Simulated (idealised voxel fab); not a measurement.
process module | voxel self aligned vias
cross-section cut | 290 nm wide | cells 5 nm
A cross-section is a grid of square cells, given in bands from the top down. A band is one or more rows of cells.
Each band's line starts with the height of the band's top and of its bottom, in nm. Then come its materials from left to right, each with its width in nm. One material with "throughout" fills the band from edge to edge. "air" is empty space.
Height 0 is the level under which the wafer as received is all one material. The lowest band goes on downwards, as in "0 down".
A width such as "30 to 40" changes by the same amount from each row of cells to the next, from the band's top row to its bottom row.
"no change" after a step means that no cell of the cross-section changed.
closed voids: empty space of 8 cells or more with no open way to the top, each as width x height at its distance from the left edge, in nm
after a step's settings: what the simulator itself notes on the step
overlay nm, on a step with a mask: how far to the right of its planned place the mask lay; to the left if negative
plan
1 op RECEIVE | material Si
2 op CONFORMAL_DEP | material SiO2 | thk nm 15
3 op CONFORMAL_DEP | material SiCN | thk nm 5
4 op DIRECTIONAL_DEP | material SiO2 | thk nm 20
5 op PATTERN | tone open | mask id LINES | material resist | width nm 30 | pitch nm 70 | thk nm 15 | overlay nm 0
6 op DIRECTIONAL_ETCH | etch materials SiO2 | depth nm 20
7 op STRIP | etch materials resist
8 op CONFORMAL_DEP | material TiN | thk nm 5
9 op FILL_DEP | material W | thk nm 5
10 op CMP | height nm 40
11 op SELECTIVE_ETCH | etch materials W Ru TiN | depth nm 5
12 op FILL_DEP | material SiN | thk nm 5
13 op CMP | height nm 40
14 op DIRECTIONAL_DEP | material SiO2 | thk nm 20
15 op MASKED_ETCH | tone open | mask id VIAS | width nm 40 | pitch nm 70 | etch materials SiO2 | depth nm 20 | overlay nm 0
16 op MASKED_ETCH | tone open | mask id VIAS | width nm 40 | pitch nm 70 | etch materials SiN | depth nm 5 | overlay nm 0
17 op CONFORMAL_DEP | material TiN | thk nm 5
18 op FILL_DEP | material Cu | thk nm 5
19 op CMP | height nm 60
20 op CONFORMAL_DEP | material SiN | thk nm 5
first wafer, as planned
as received, after step 1
  0 down: Si throughout
  closed voids: none
after step 2
  15 to 0: SiO2 throughout
  below 0: unchanged
after step 3
  20 to 15: SiCN throughout
  below 15: unchanged
after step 4
  40 to 20: SiO2 throughout
  below 20: unchanged
after step 5
  55 to 40: resist 60 | air 30 | resist 40 | air 30 | resist 40 | air 30 | resist 60
  below 40: unchanged
after step 6
  55 to 40: resist 60 | air 30 | resist 40 | air 30 | resist 40 | air 30 | resist 60
  40 to 20: SiO2 60 | air 30 | SiO2 40 | air 30 | SiO2 40 | air 30 | SiO2 60
  below 20: unchanged
after step 7
  40 to 20: SiO2 60 | air 30 | SiO2 40 | air 30 | SiO2 40 | air 30 | SiO2 60
  below 20: unchanged
after step 8
  45 to 40: TiN 65 | air 20 | TiN 50 | air 20 | TiN 50 | air 20 | TiN 65
  40 to 25: SiO2 60 | TiN 5 | air 20 | TiN 5 | SiO2 40 | TiN 5 | air 20 | TiN 5 | SiO2 40 | TiN 5 | air 20 | TiN 5 | SiO2 60
  25 to 20: SiO2 60 | TiN 30 | SiO2 40 | TiN 30 | SiO2 40 | TiN 30 | SiO2 60
  below 20: unchanged
after step 9
  50 to 45: W throughout
  45 to 40: TiN 65 | W 20 | TiN 50 | W 20 | TiN 50 | W 20 | TiN 65
  40 to 25: SiO2 60 | TiN 5 | W 20 | TiN 5 | SiO2 40 | TiN 5 | W 20 | TiN 5 | SiO2 40 | TiN 5 | W 20 | TiN 5 | SiO2 60
  below 25: unchanged
after step 10
  40 to 25: SiO2 60 | TiN 5 | W 20 | TiN 5 | SiO2 40 | TiN 5 | W 20 | TiN 5 | SiO2 40 | TiN 5 | W 20 | TiN 5 | SiO2 60
  below 25: unchanged
after step 11
  40 to 35: SiO2 60 | air 30 | SiO2 40 | air 30 | SiO2 40 | air 30 | SiO2 60
  below 35: unchanged
after step 12
  45 to 40: SiN throughout
  40 to 35: SiO2 60 | SiN 30 | SiO2 40 | SiN 30 | SiO2 40 | SiN 30 | SiO2 60
  below 35: unchanged
after step 13
  40 to 35: SiO2 60 | SiN 30 | SiO2 40 | SiN 30 | SiO2 40 | SiN 30 | SiO2 60
  below 35: unchanged
after step 14
  60 to 40: SiO2 throughout
  below 40: unchanged
after step 15
  60 to 40: SiO2 55 | air 40 | SiO2 30 | air 40 | SiO2 30 | air 40 | SiO2 55
  below 40: unchanged
after step 16
  60 to 40: SiO2 55 | air 40 | SiO2 30 | air 40 | SiO2 30 | air 40 | SiO2 55
  40 to 35: SiO2 60 | air 30 | SiO2 40 | air 30 | SiO2 40 | air 30 | SiO2 60
  below 35: unchanged
after step 17
  65 to 60: TiN 60 | air 30 | TiN 40 | air 30 | TiN 40 | air 30 | TiN 60
  60 to 45: SiO2 55 | TiN 5 | air 30 | TiN 5 | SiO2 30 | TiN 5 | air 30 | TiN 5 | SiO2 30 | TiN 5 | air 30 | TiN 5 | SiO2 55
  45 to 40: SiO2 55 | TiN 10 | air 20 | TiN 10 | SiO2 30 | TiN 10 | air 20 | TiN 10 | SiO2 30 | TiN 10 | air 20 | TiN 10 | SiO2 55
  40 to 35: SiO2 60 | TiN 30 | SiO2 40 | TiN 30 | SiO2 40 | TiN 30 | SiO2 60
  below 35: unchanged
after step 18
  70 to 65: Cu throughout
  65 to 60: TiN 60 | Cu 30 | TiN 40 | Cu 30 | TiN 40 | Cu 30 | TiN 60
  60 to 45: SiO2 55 | TiN 5 | Cu 30 | TiN 5 | SiO2 30 | TiN 5 | Cu 30 | TiN 5 | SiO2 30 | TiN 5 | Cu 30 | TiN 5 | SiO2 55
  45 to 40: SiO2 55 | TiN 10 | Cu 20 | TiN 10 | SiO2 30 | TiN 10 | Cu 20 | TiN 10 | SiO2 30 | TiN 10 | Cu 20 | TiN 10 | SiO2 55
  below 40: unchanged
after step 19
  60 to 45: SiO2 55 | TiN 5 | Cu 30 | TiN 5 | SiO2 30 | TiN 5 | Cu 30 | TiN 5 | SiO2 30 | TiN 5 | Cu 30 | TiN 5 | SiO2 55
  below 45: unchanged
after step 20
  65 to 60: SiN throughout
  below 60: unchanged
second wafer: like start, like plan, one mistake. Through step 15 it matches the first wafer
when step 16 should have ended
  60 to 40: SiO2 55 | air 40 | SiO2 30 | air 40 | SiO2 30 | air 40 | SiO2 55
  40 to 35: SiO2 60 | SiN 5 | air 25 | SiO2 40 | SiN 5 | air 25 | SiO2 40 | SiN 5 | air 25 | SiO2 60
  below 35: unchanged
when step 17 should have ended
  65 to 60: TiN 60 | air 30 | TiN 40 | air 30 | TiN 40 | air 30 | TiN 60
  60 to 45: SiO2 55 | TiN 5 | air 30 | TiN 5 | SiO2 30 | TiN 5 | air 30 | TiN 5 | SiO2 30 | TiN 5 | air 30 | TiN 5 | SiO2 55
  45 to 40: SiO2 55 | TiN 15 | air 15 | TiN 10 | SiO2 30 | TiN 15 | air 15 | TiN 10 | SiO2 30 | TiN 15 | air 15 | TiN 10 | SiO2 55
  40 to 35: SiO2 60 | SiN 5 | TiN 25 | SiO2 40 | SiN 5 | TiN 25 | SiO2 40 | SiN 5 | TiN 25 | SiO2 60
  below 35: unchanged
when step 18 should have ended
  70 to 65: Cu throughout
  65 to 60: TiN 60 | Cu 30 | TiN 40 | Cu 30 | TiN 40 | Cu 30 | TiN 60
  60 to 45: SiO2 55 | TiN 5 | Cu 30 | TiN 5 | SiO2 30 | TiN 5 | Cu 30 | TiN 5 | SiO2 30 | TiN 5 | Cu 30 | TiN 5 | SiO2 55
  45 to 40: SiO2 55 | TiN 15 | Cu 15 | TiN 10 | SiO2 30 | TiN 15 | Cu 15 | TiN 10 | SiO2 30 | TiN 15 | Cu 15 | TiN 10 | SiO2 55
  below 40: unchanged
when step 19 should have ended
  60 to 45: SiO2 55 | TiN 5 | Cu 30 | TiN 5 | SiO2 30 | TiN 5 | Cu 30 | TiN 5 | SiO2 30 | TiN 5 | Cu 30 | TiN 5 | SiO2 55
  below 45: unchanged
when step 20 should have ended
  65 to 60: SiN throughout
  below 60: unchanged
what went wrong: step 16 ran as: op MASKED_ETCH | tone open | mask id VIAS | width nm 40 | pitch nm 70 | etch materials SiN | depth nm 5 | overlay nm 10
at the end the second wafer has, in cells: 3 fewer of Cu | 3 more of SiN
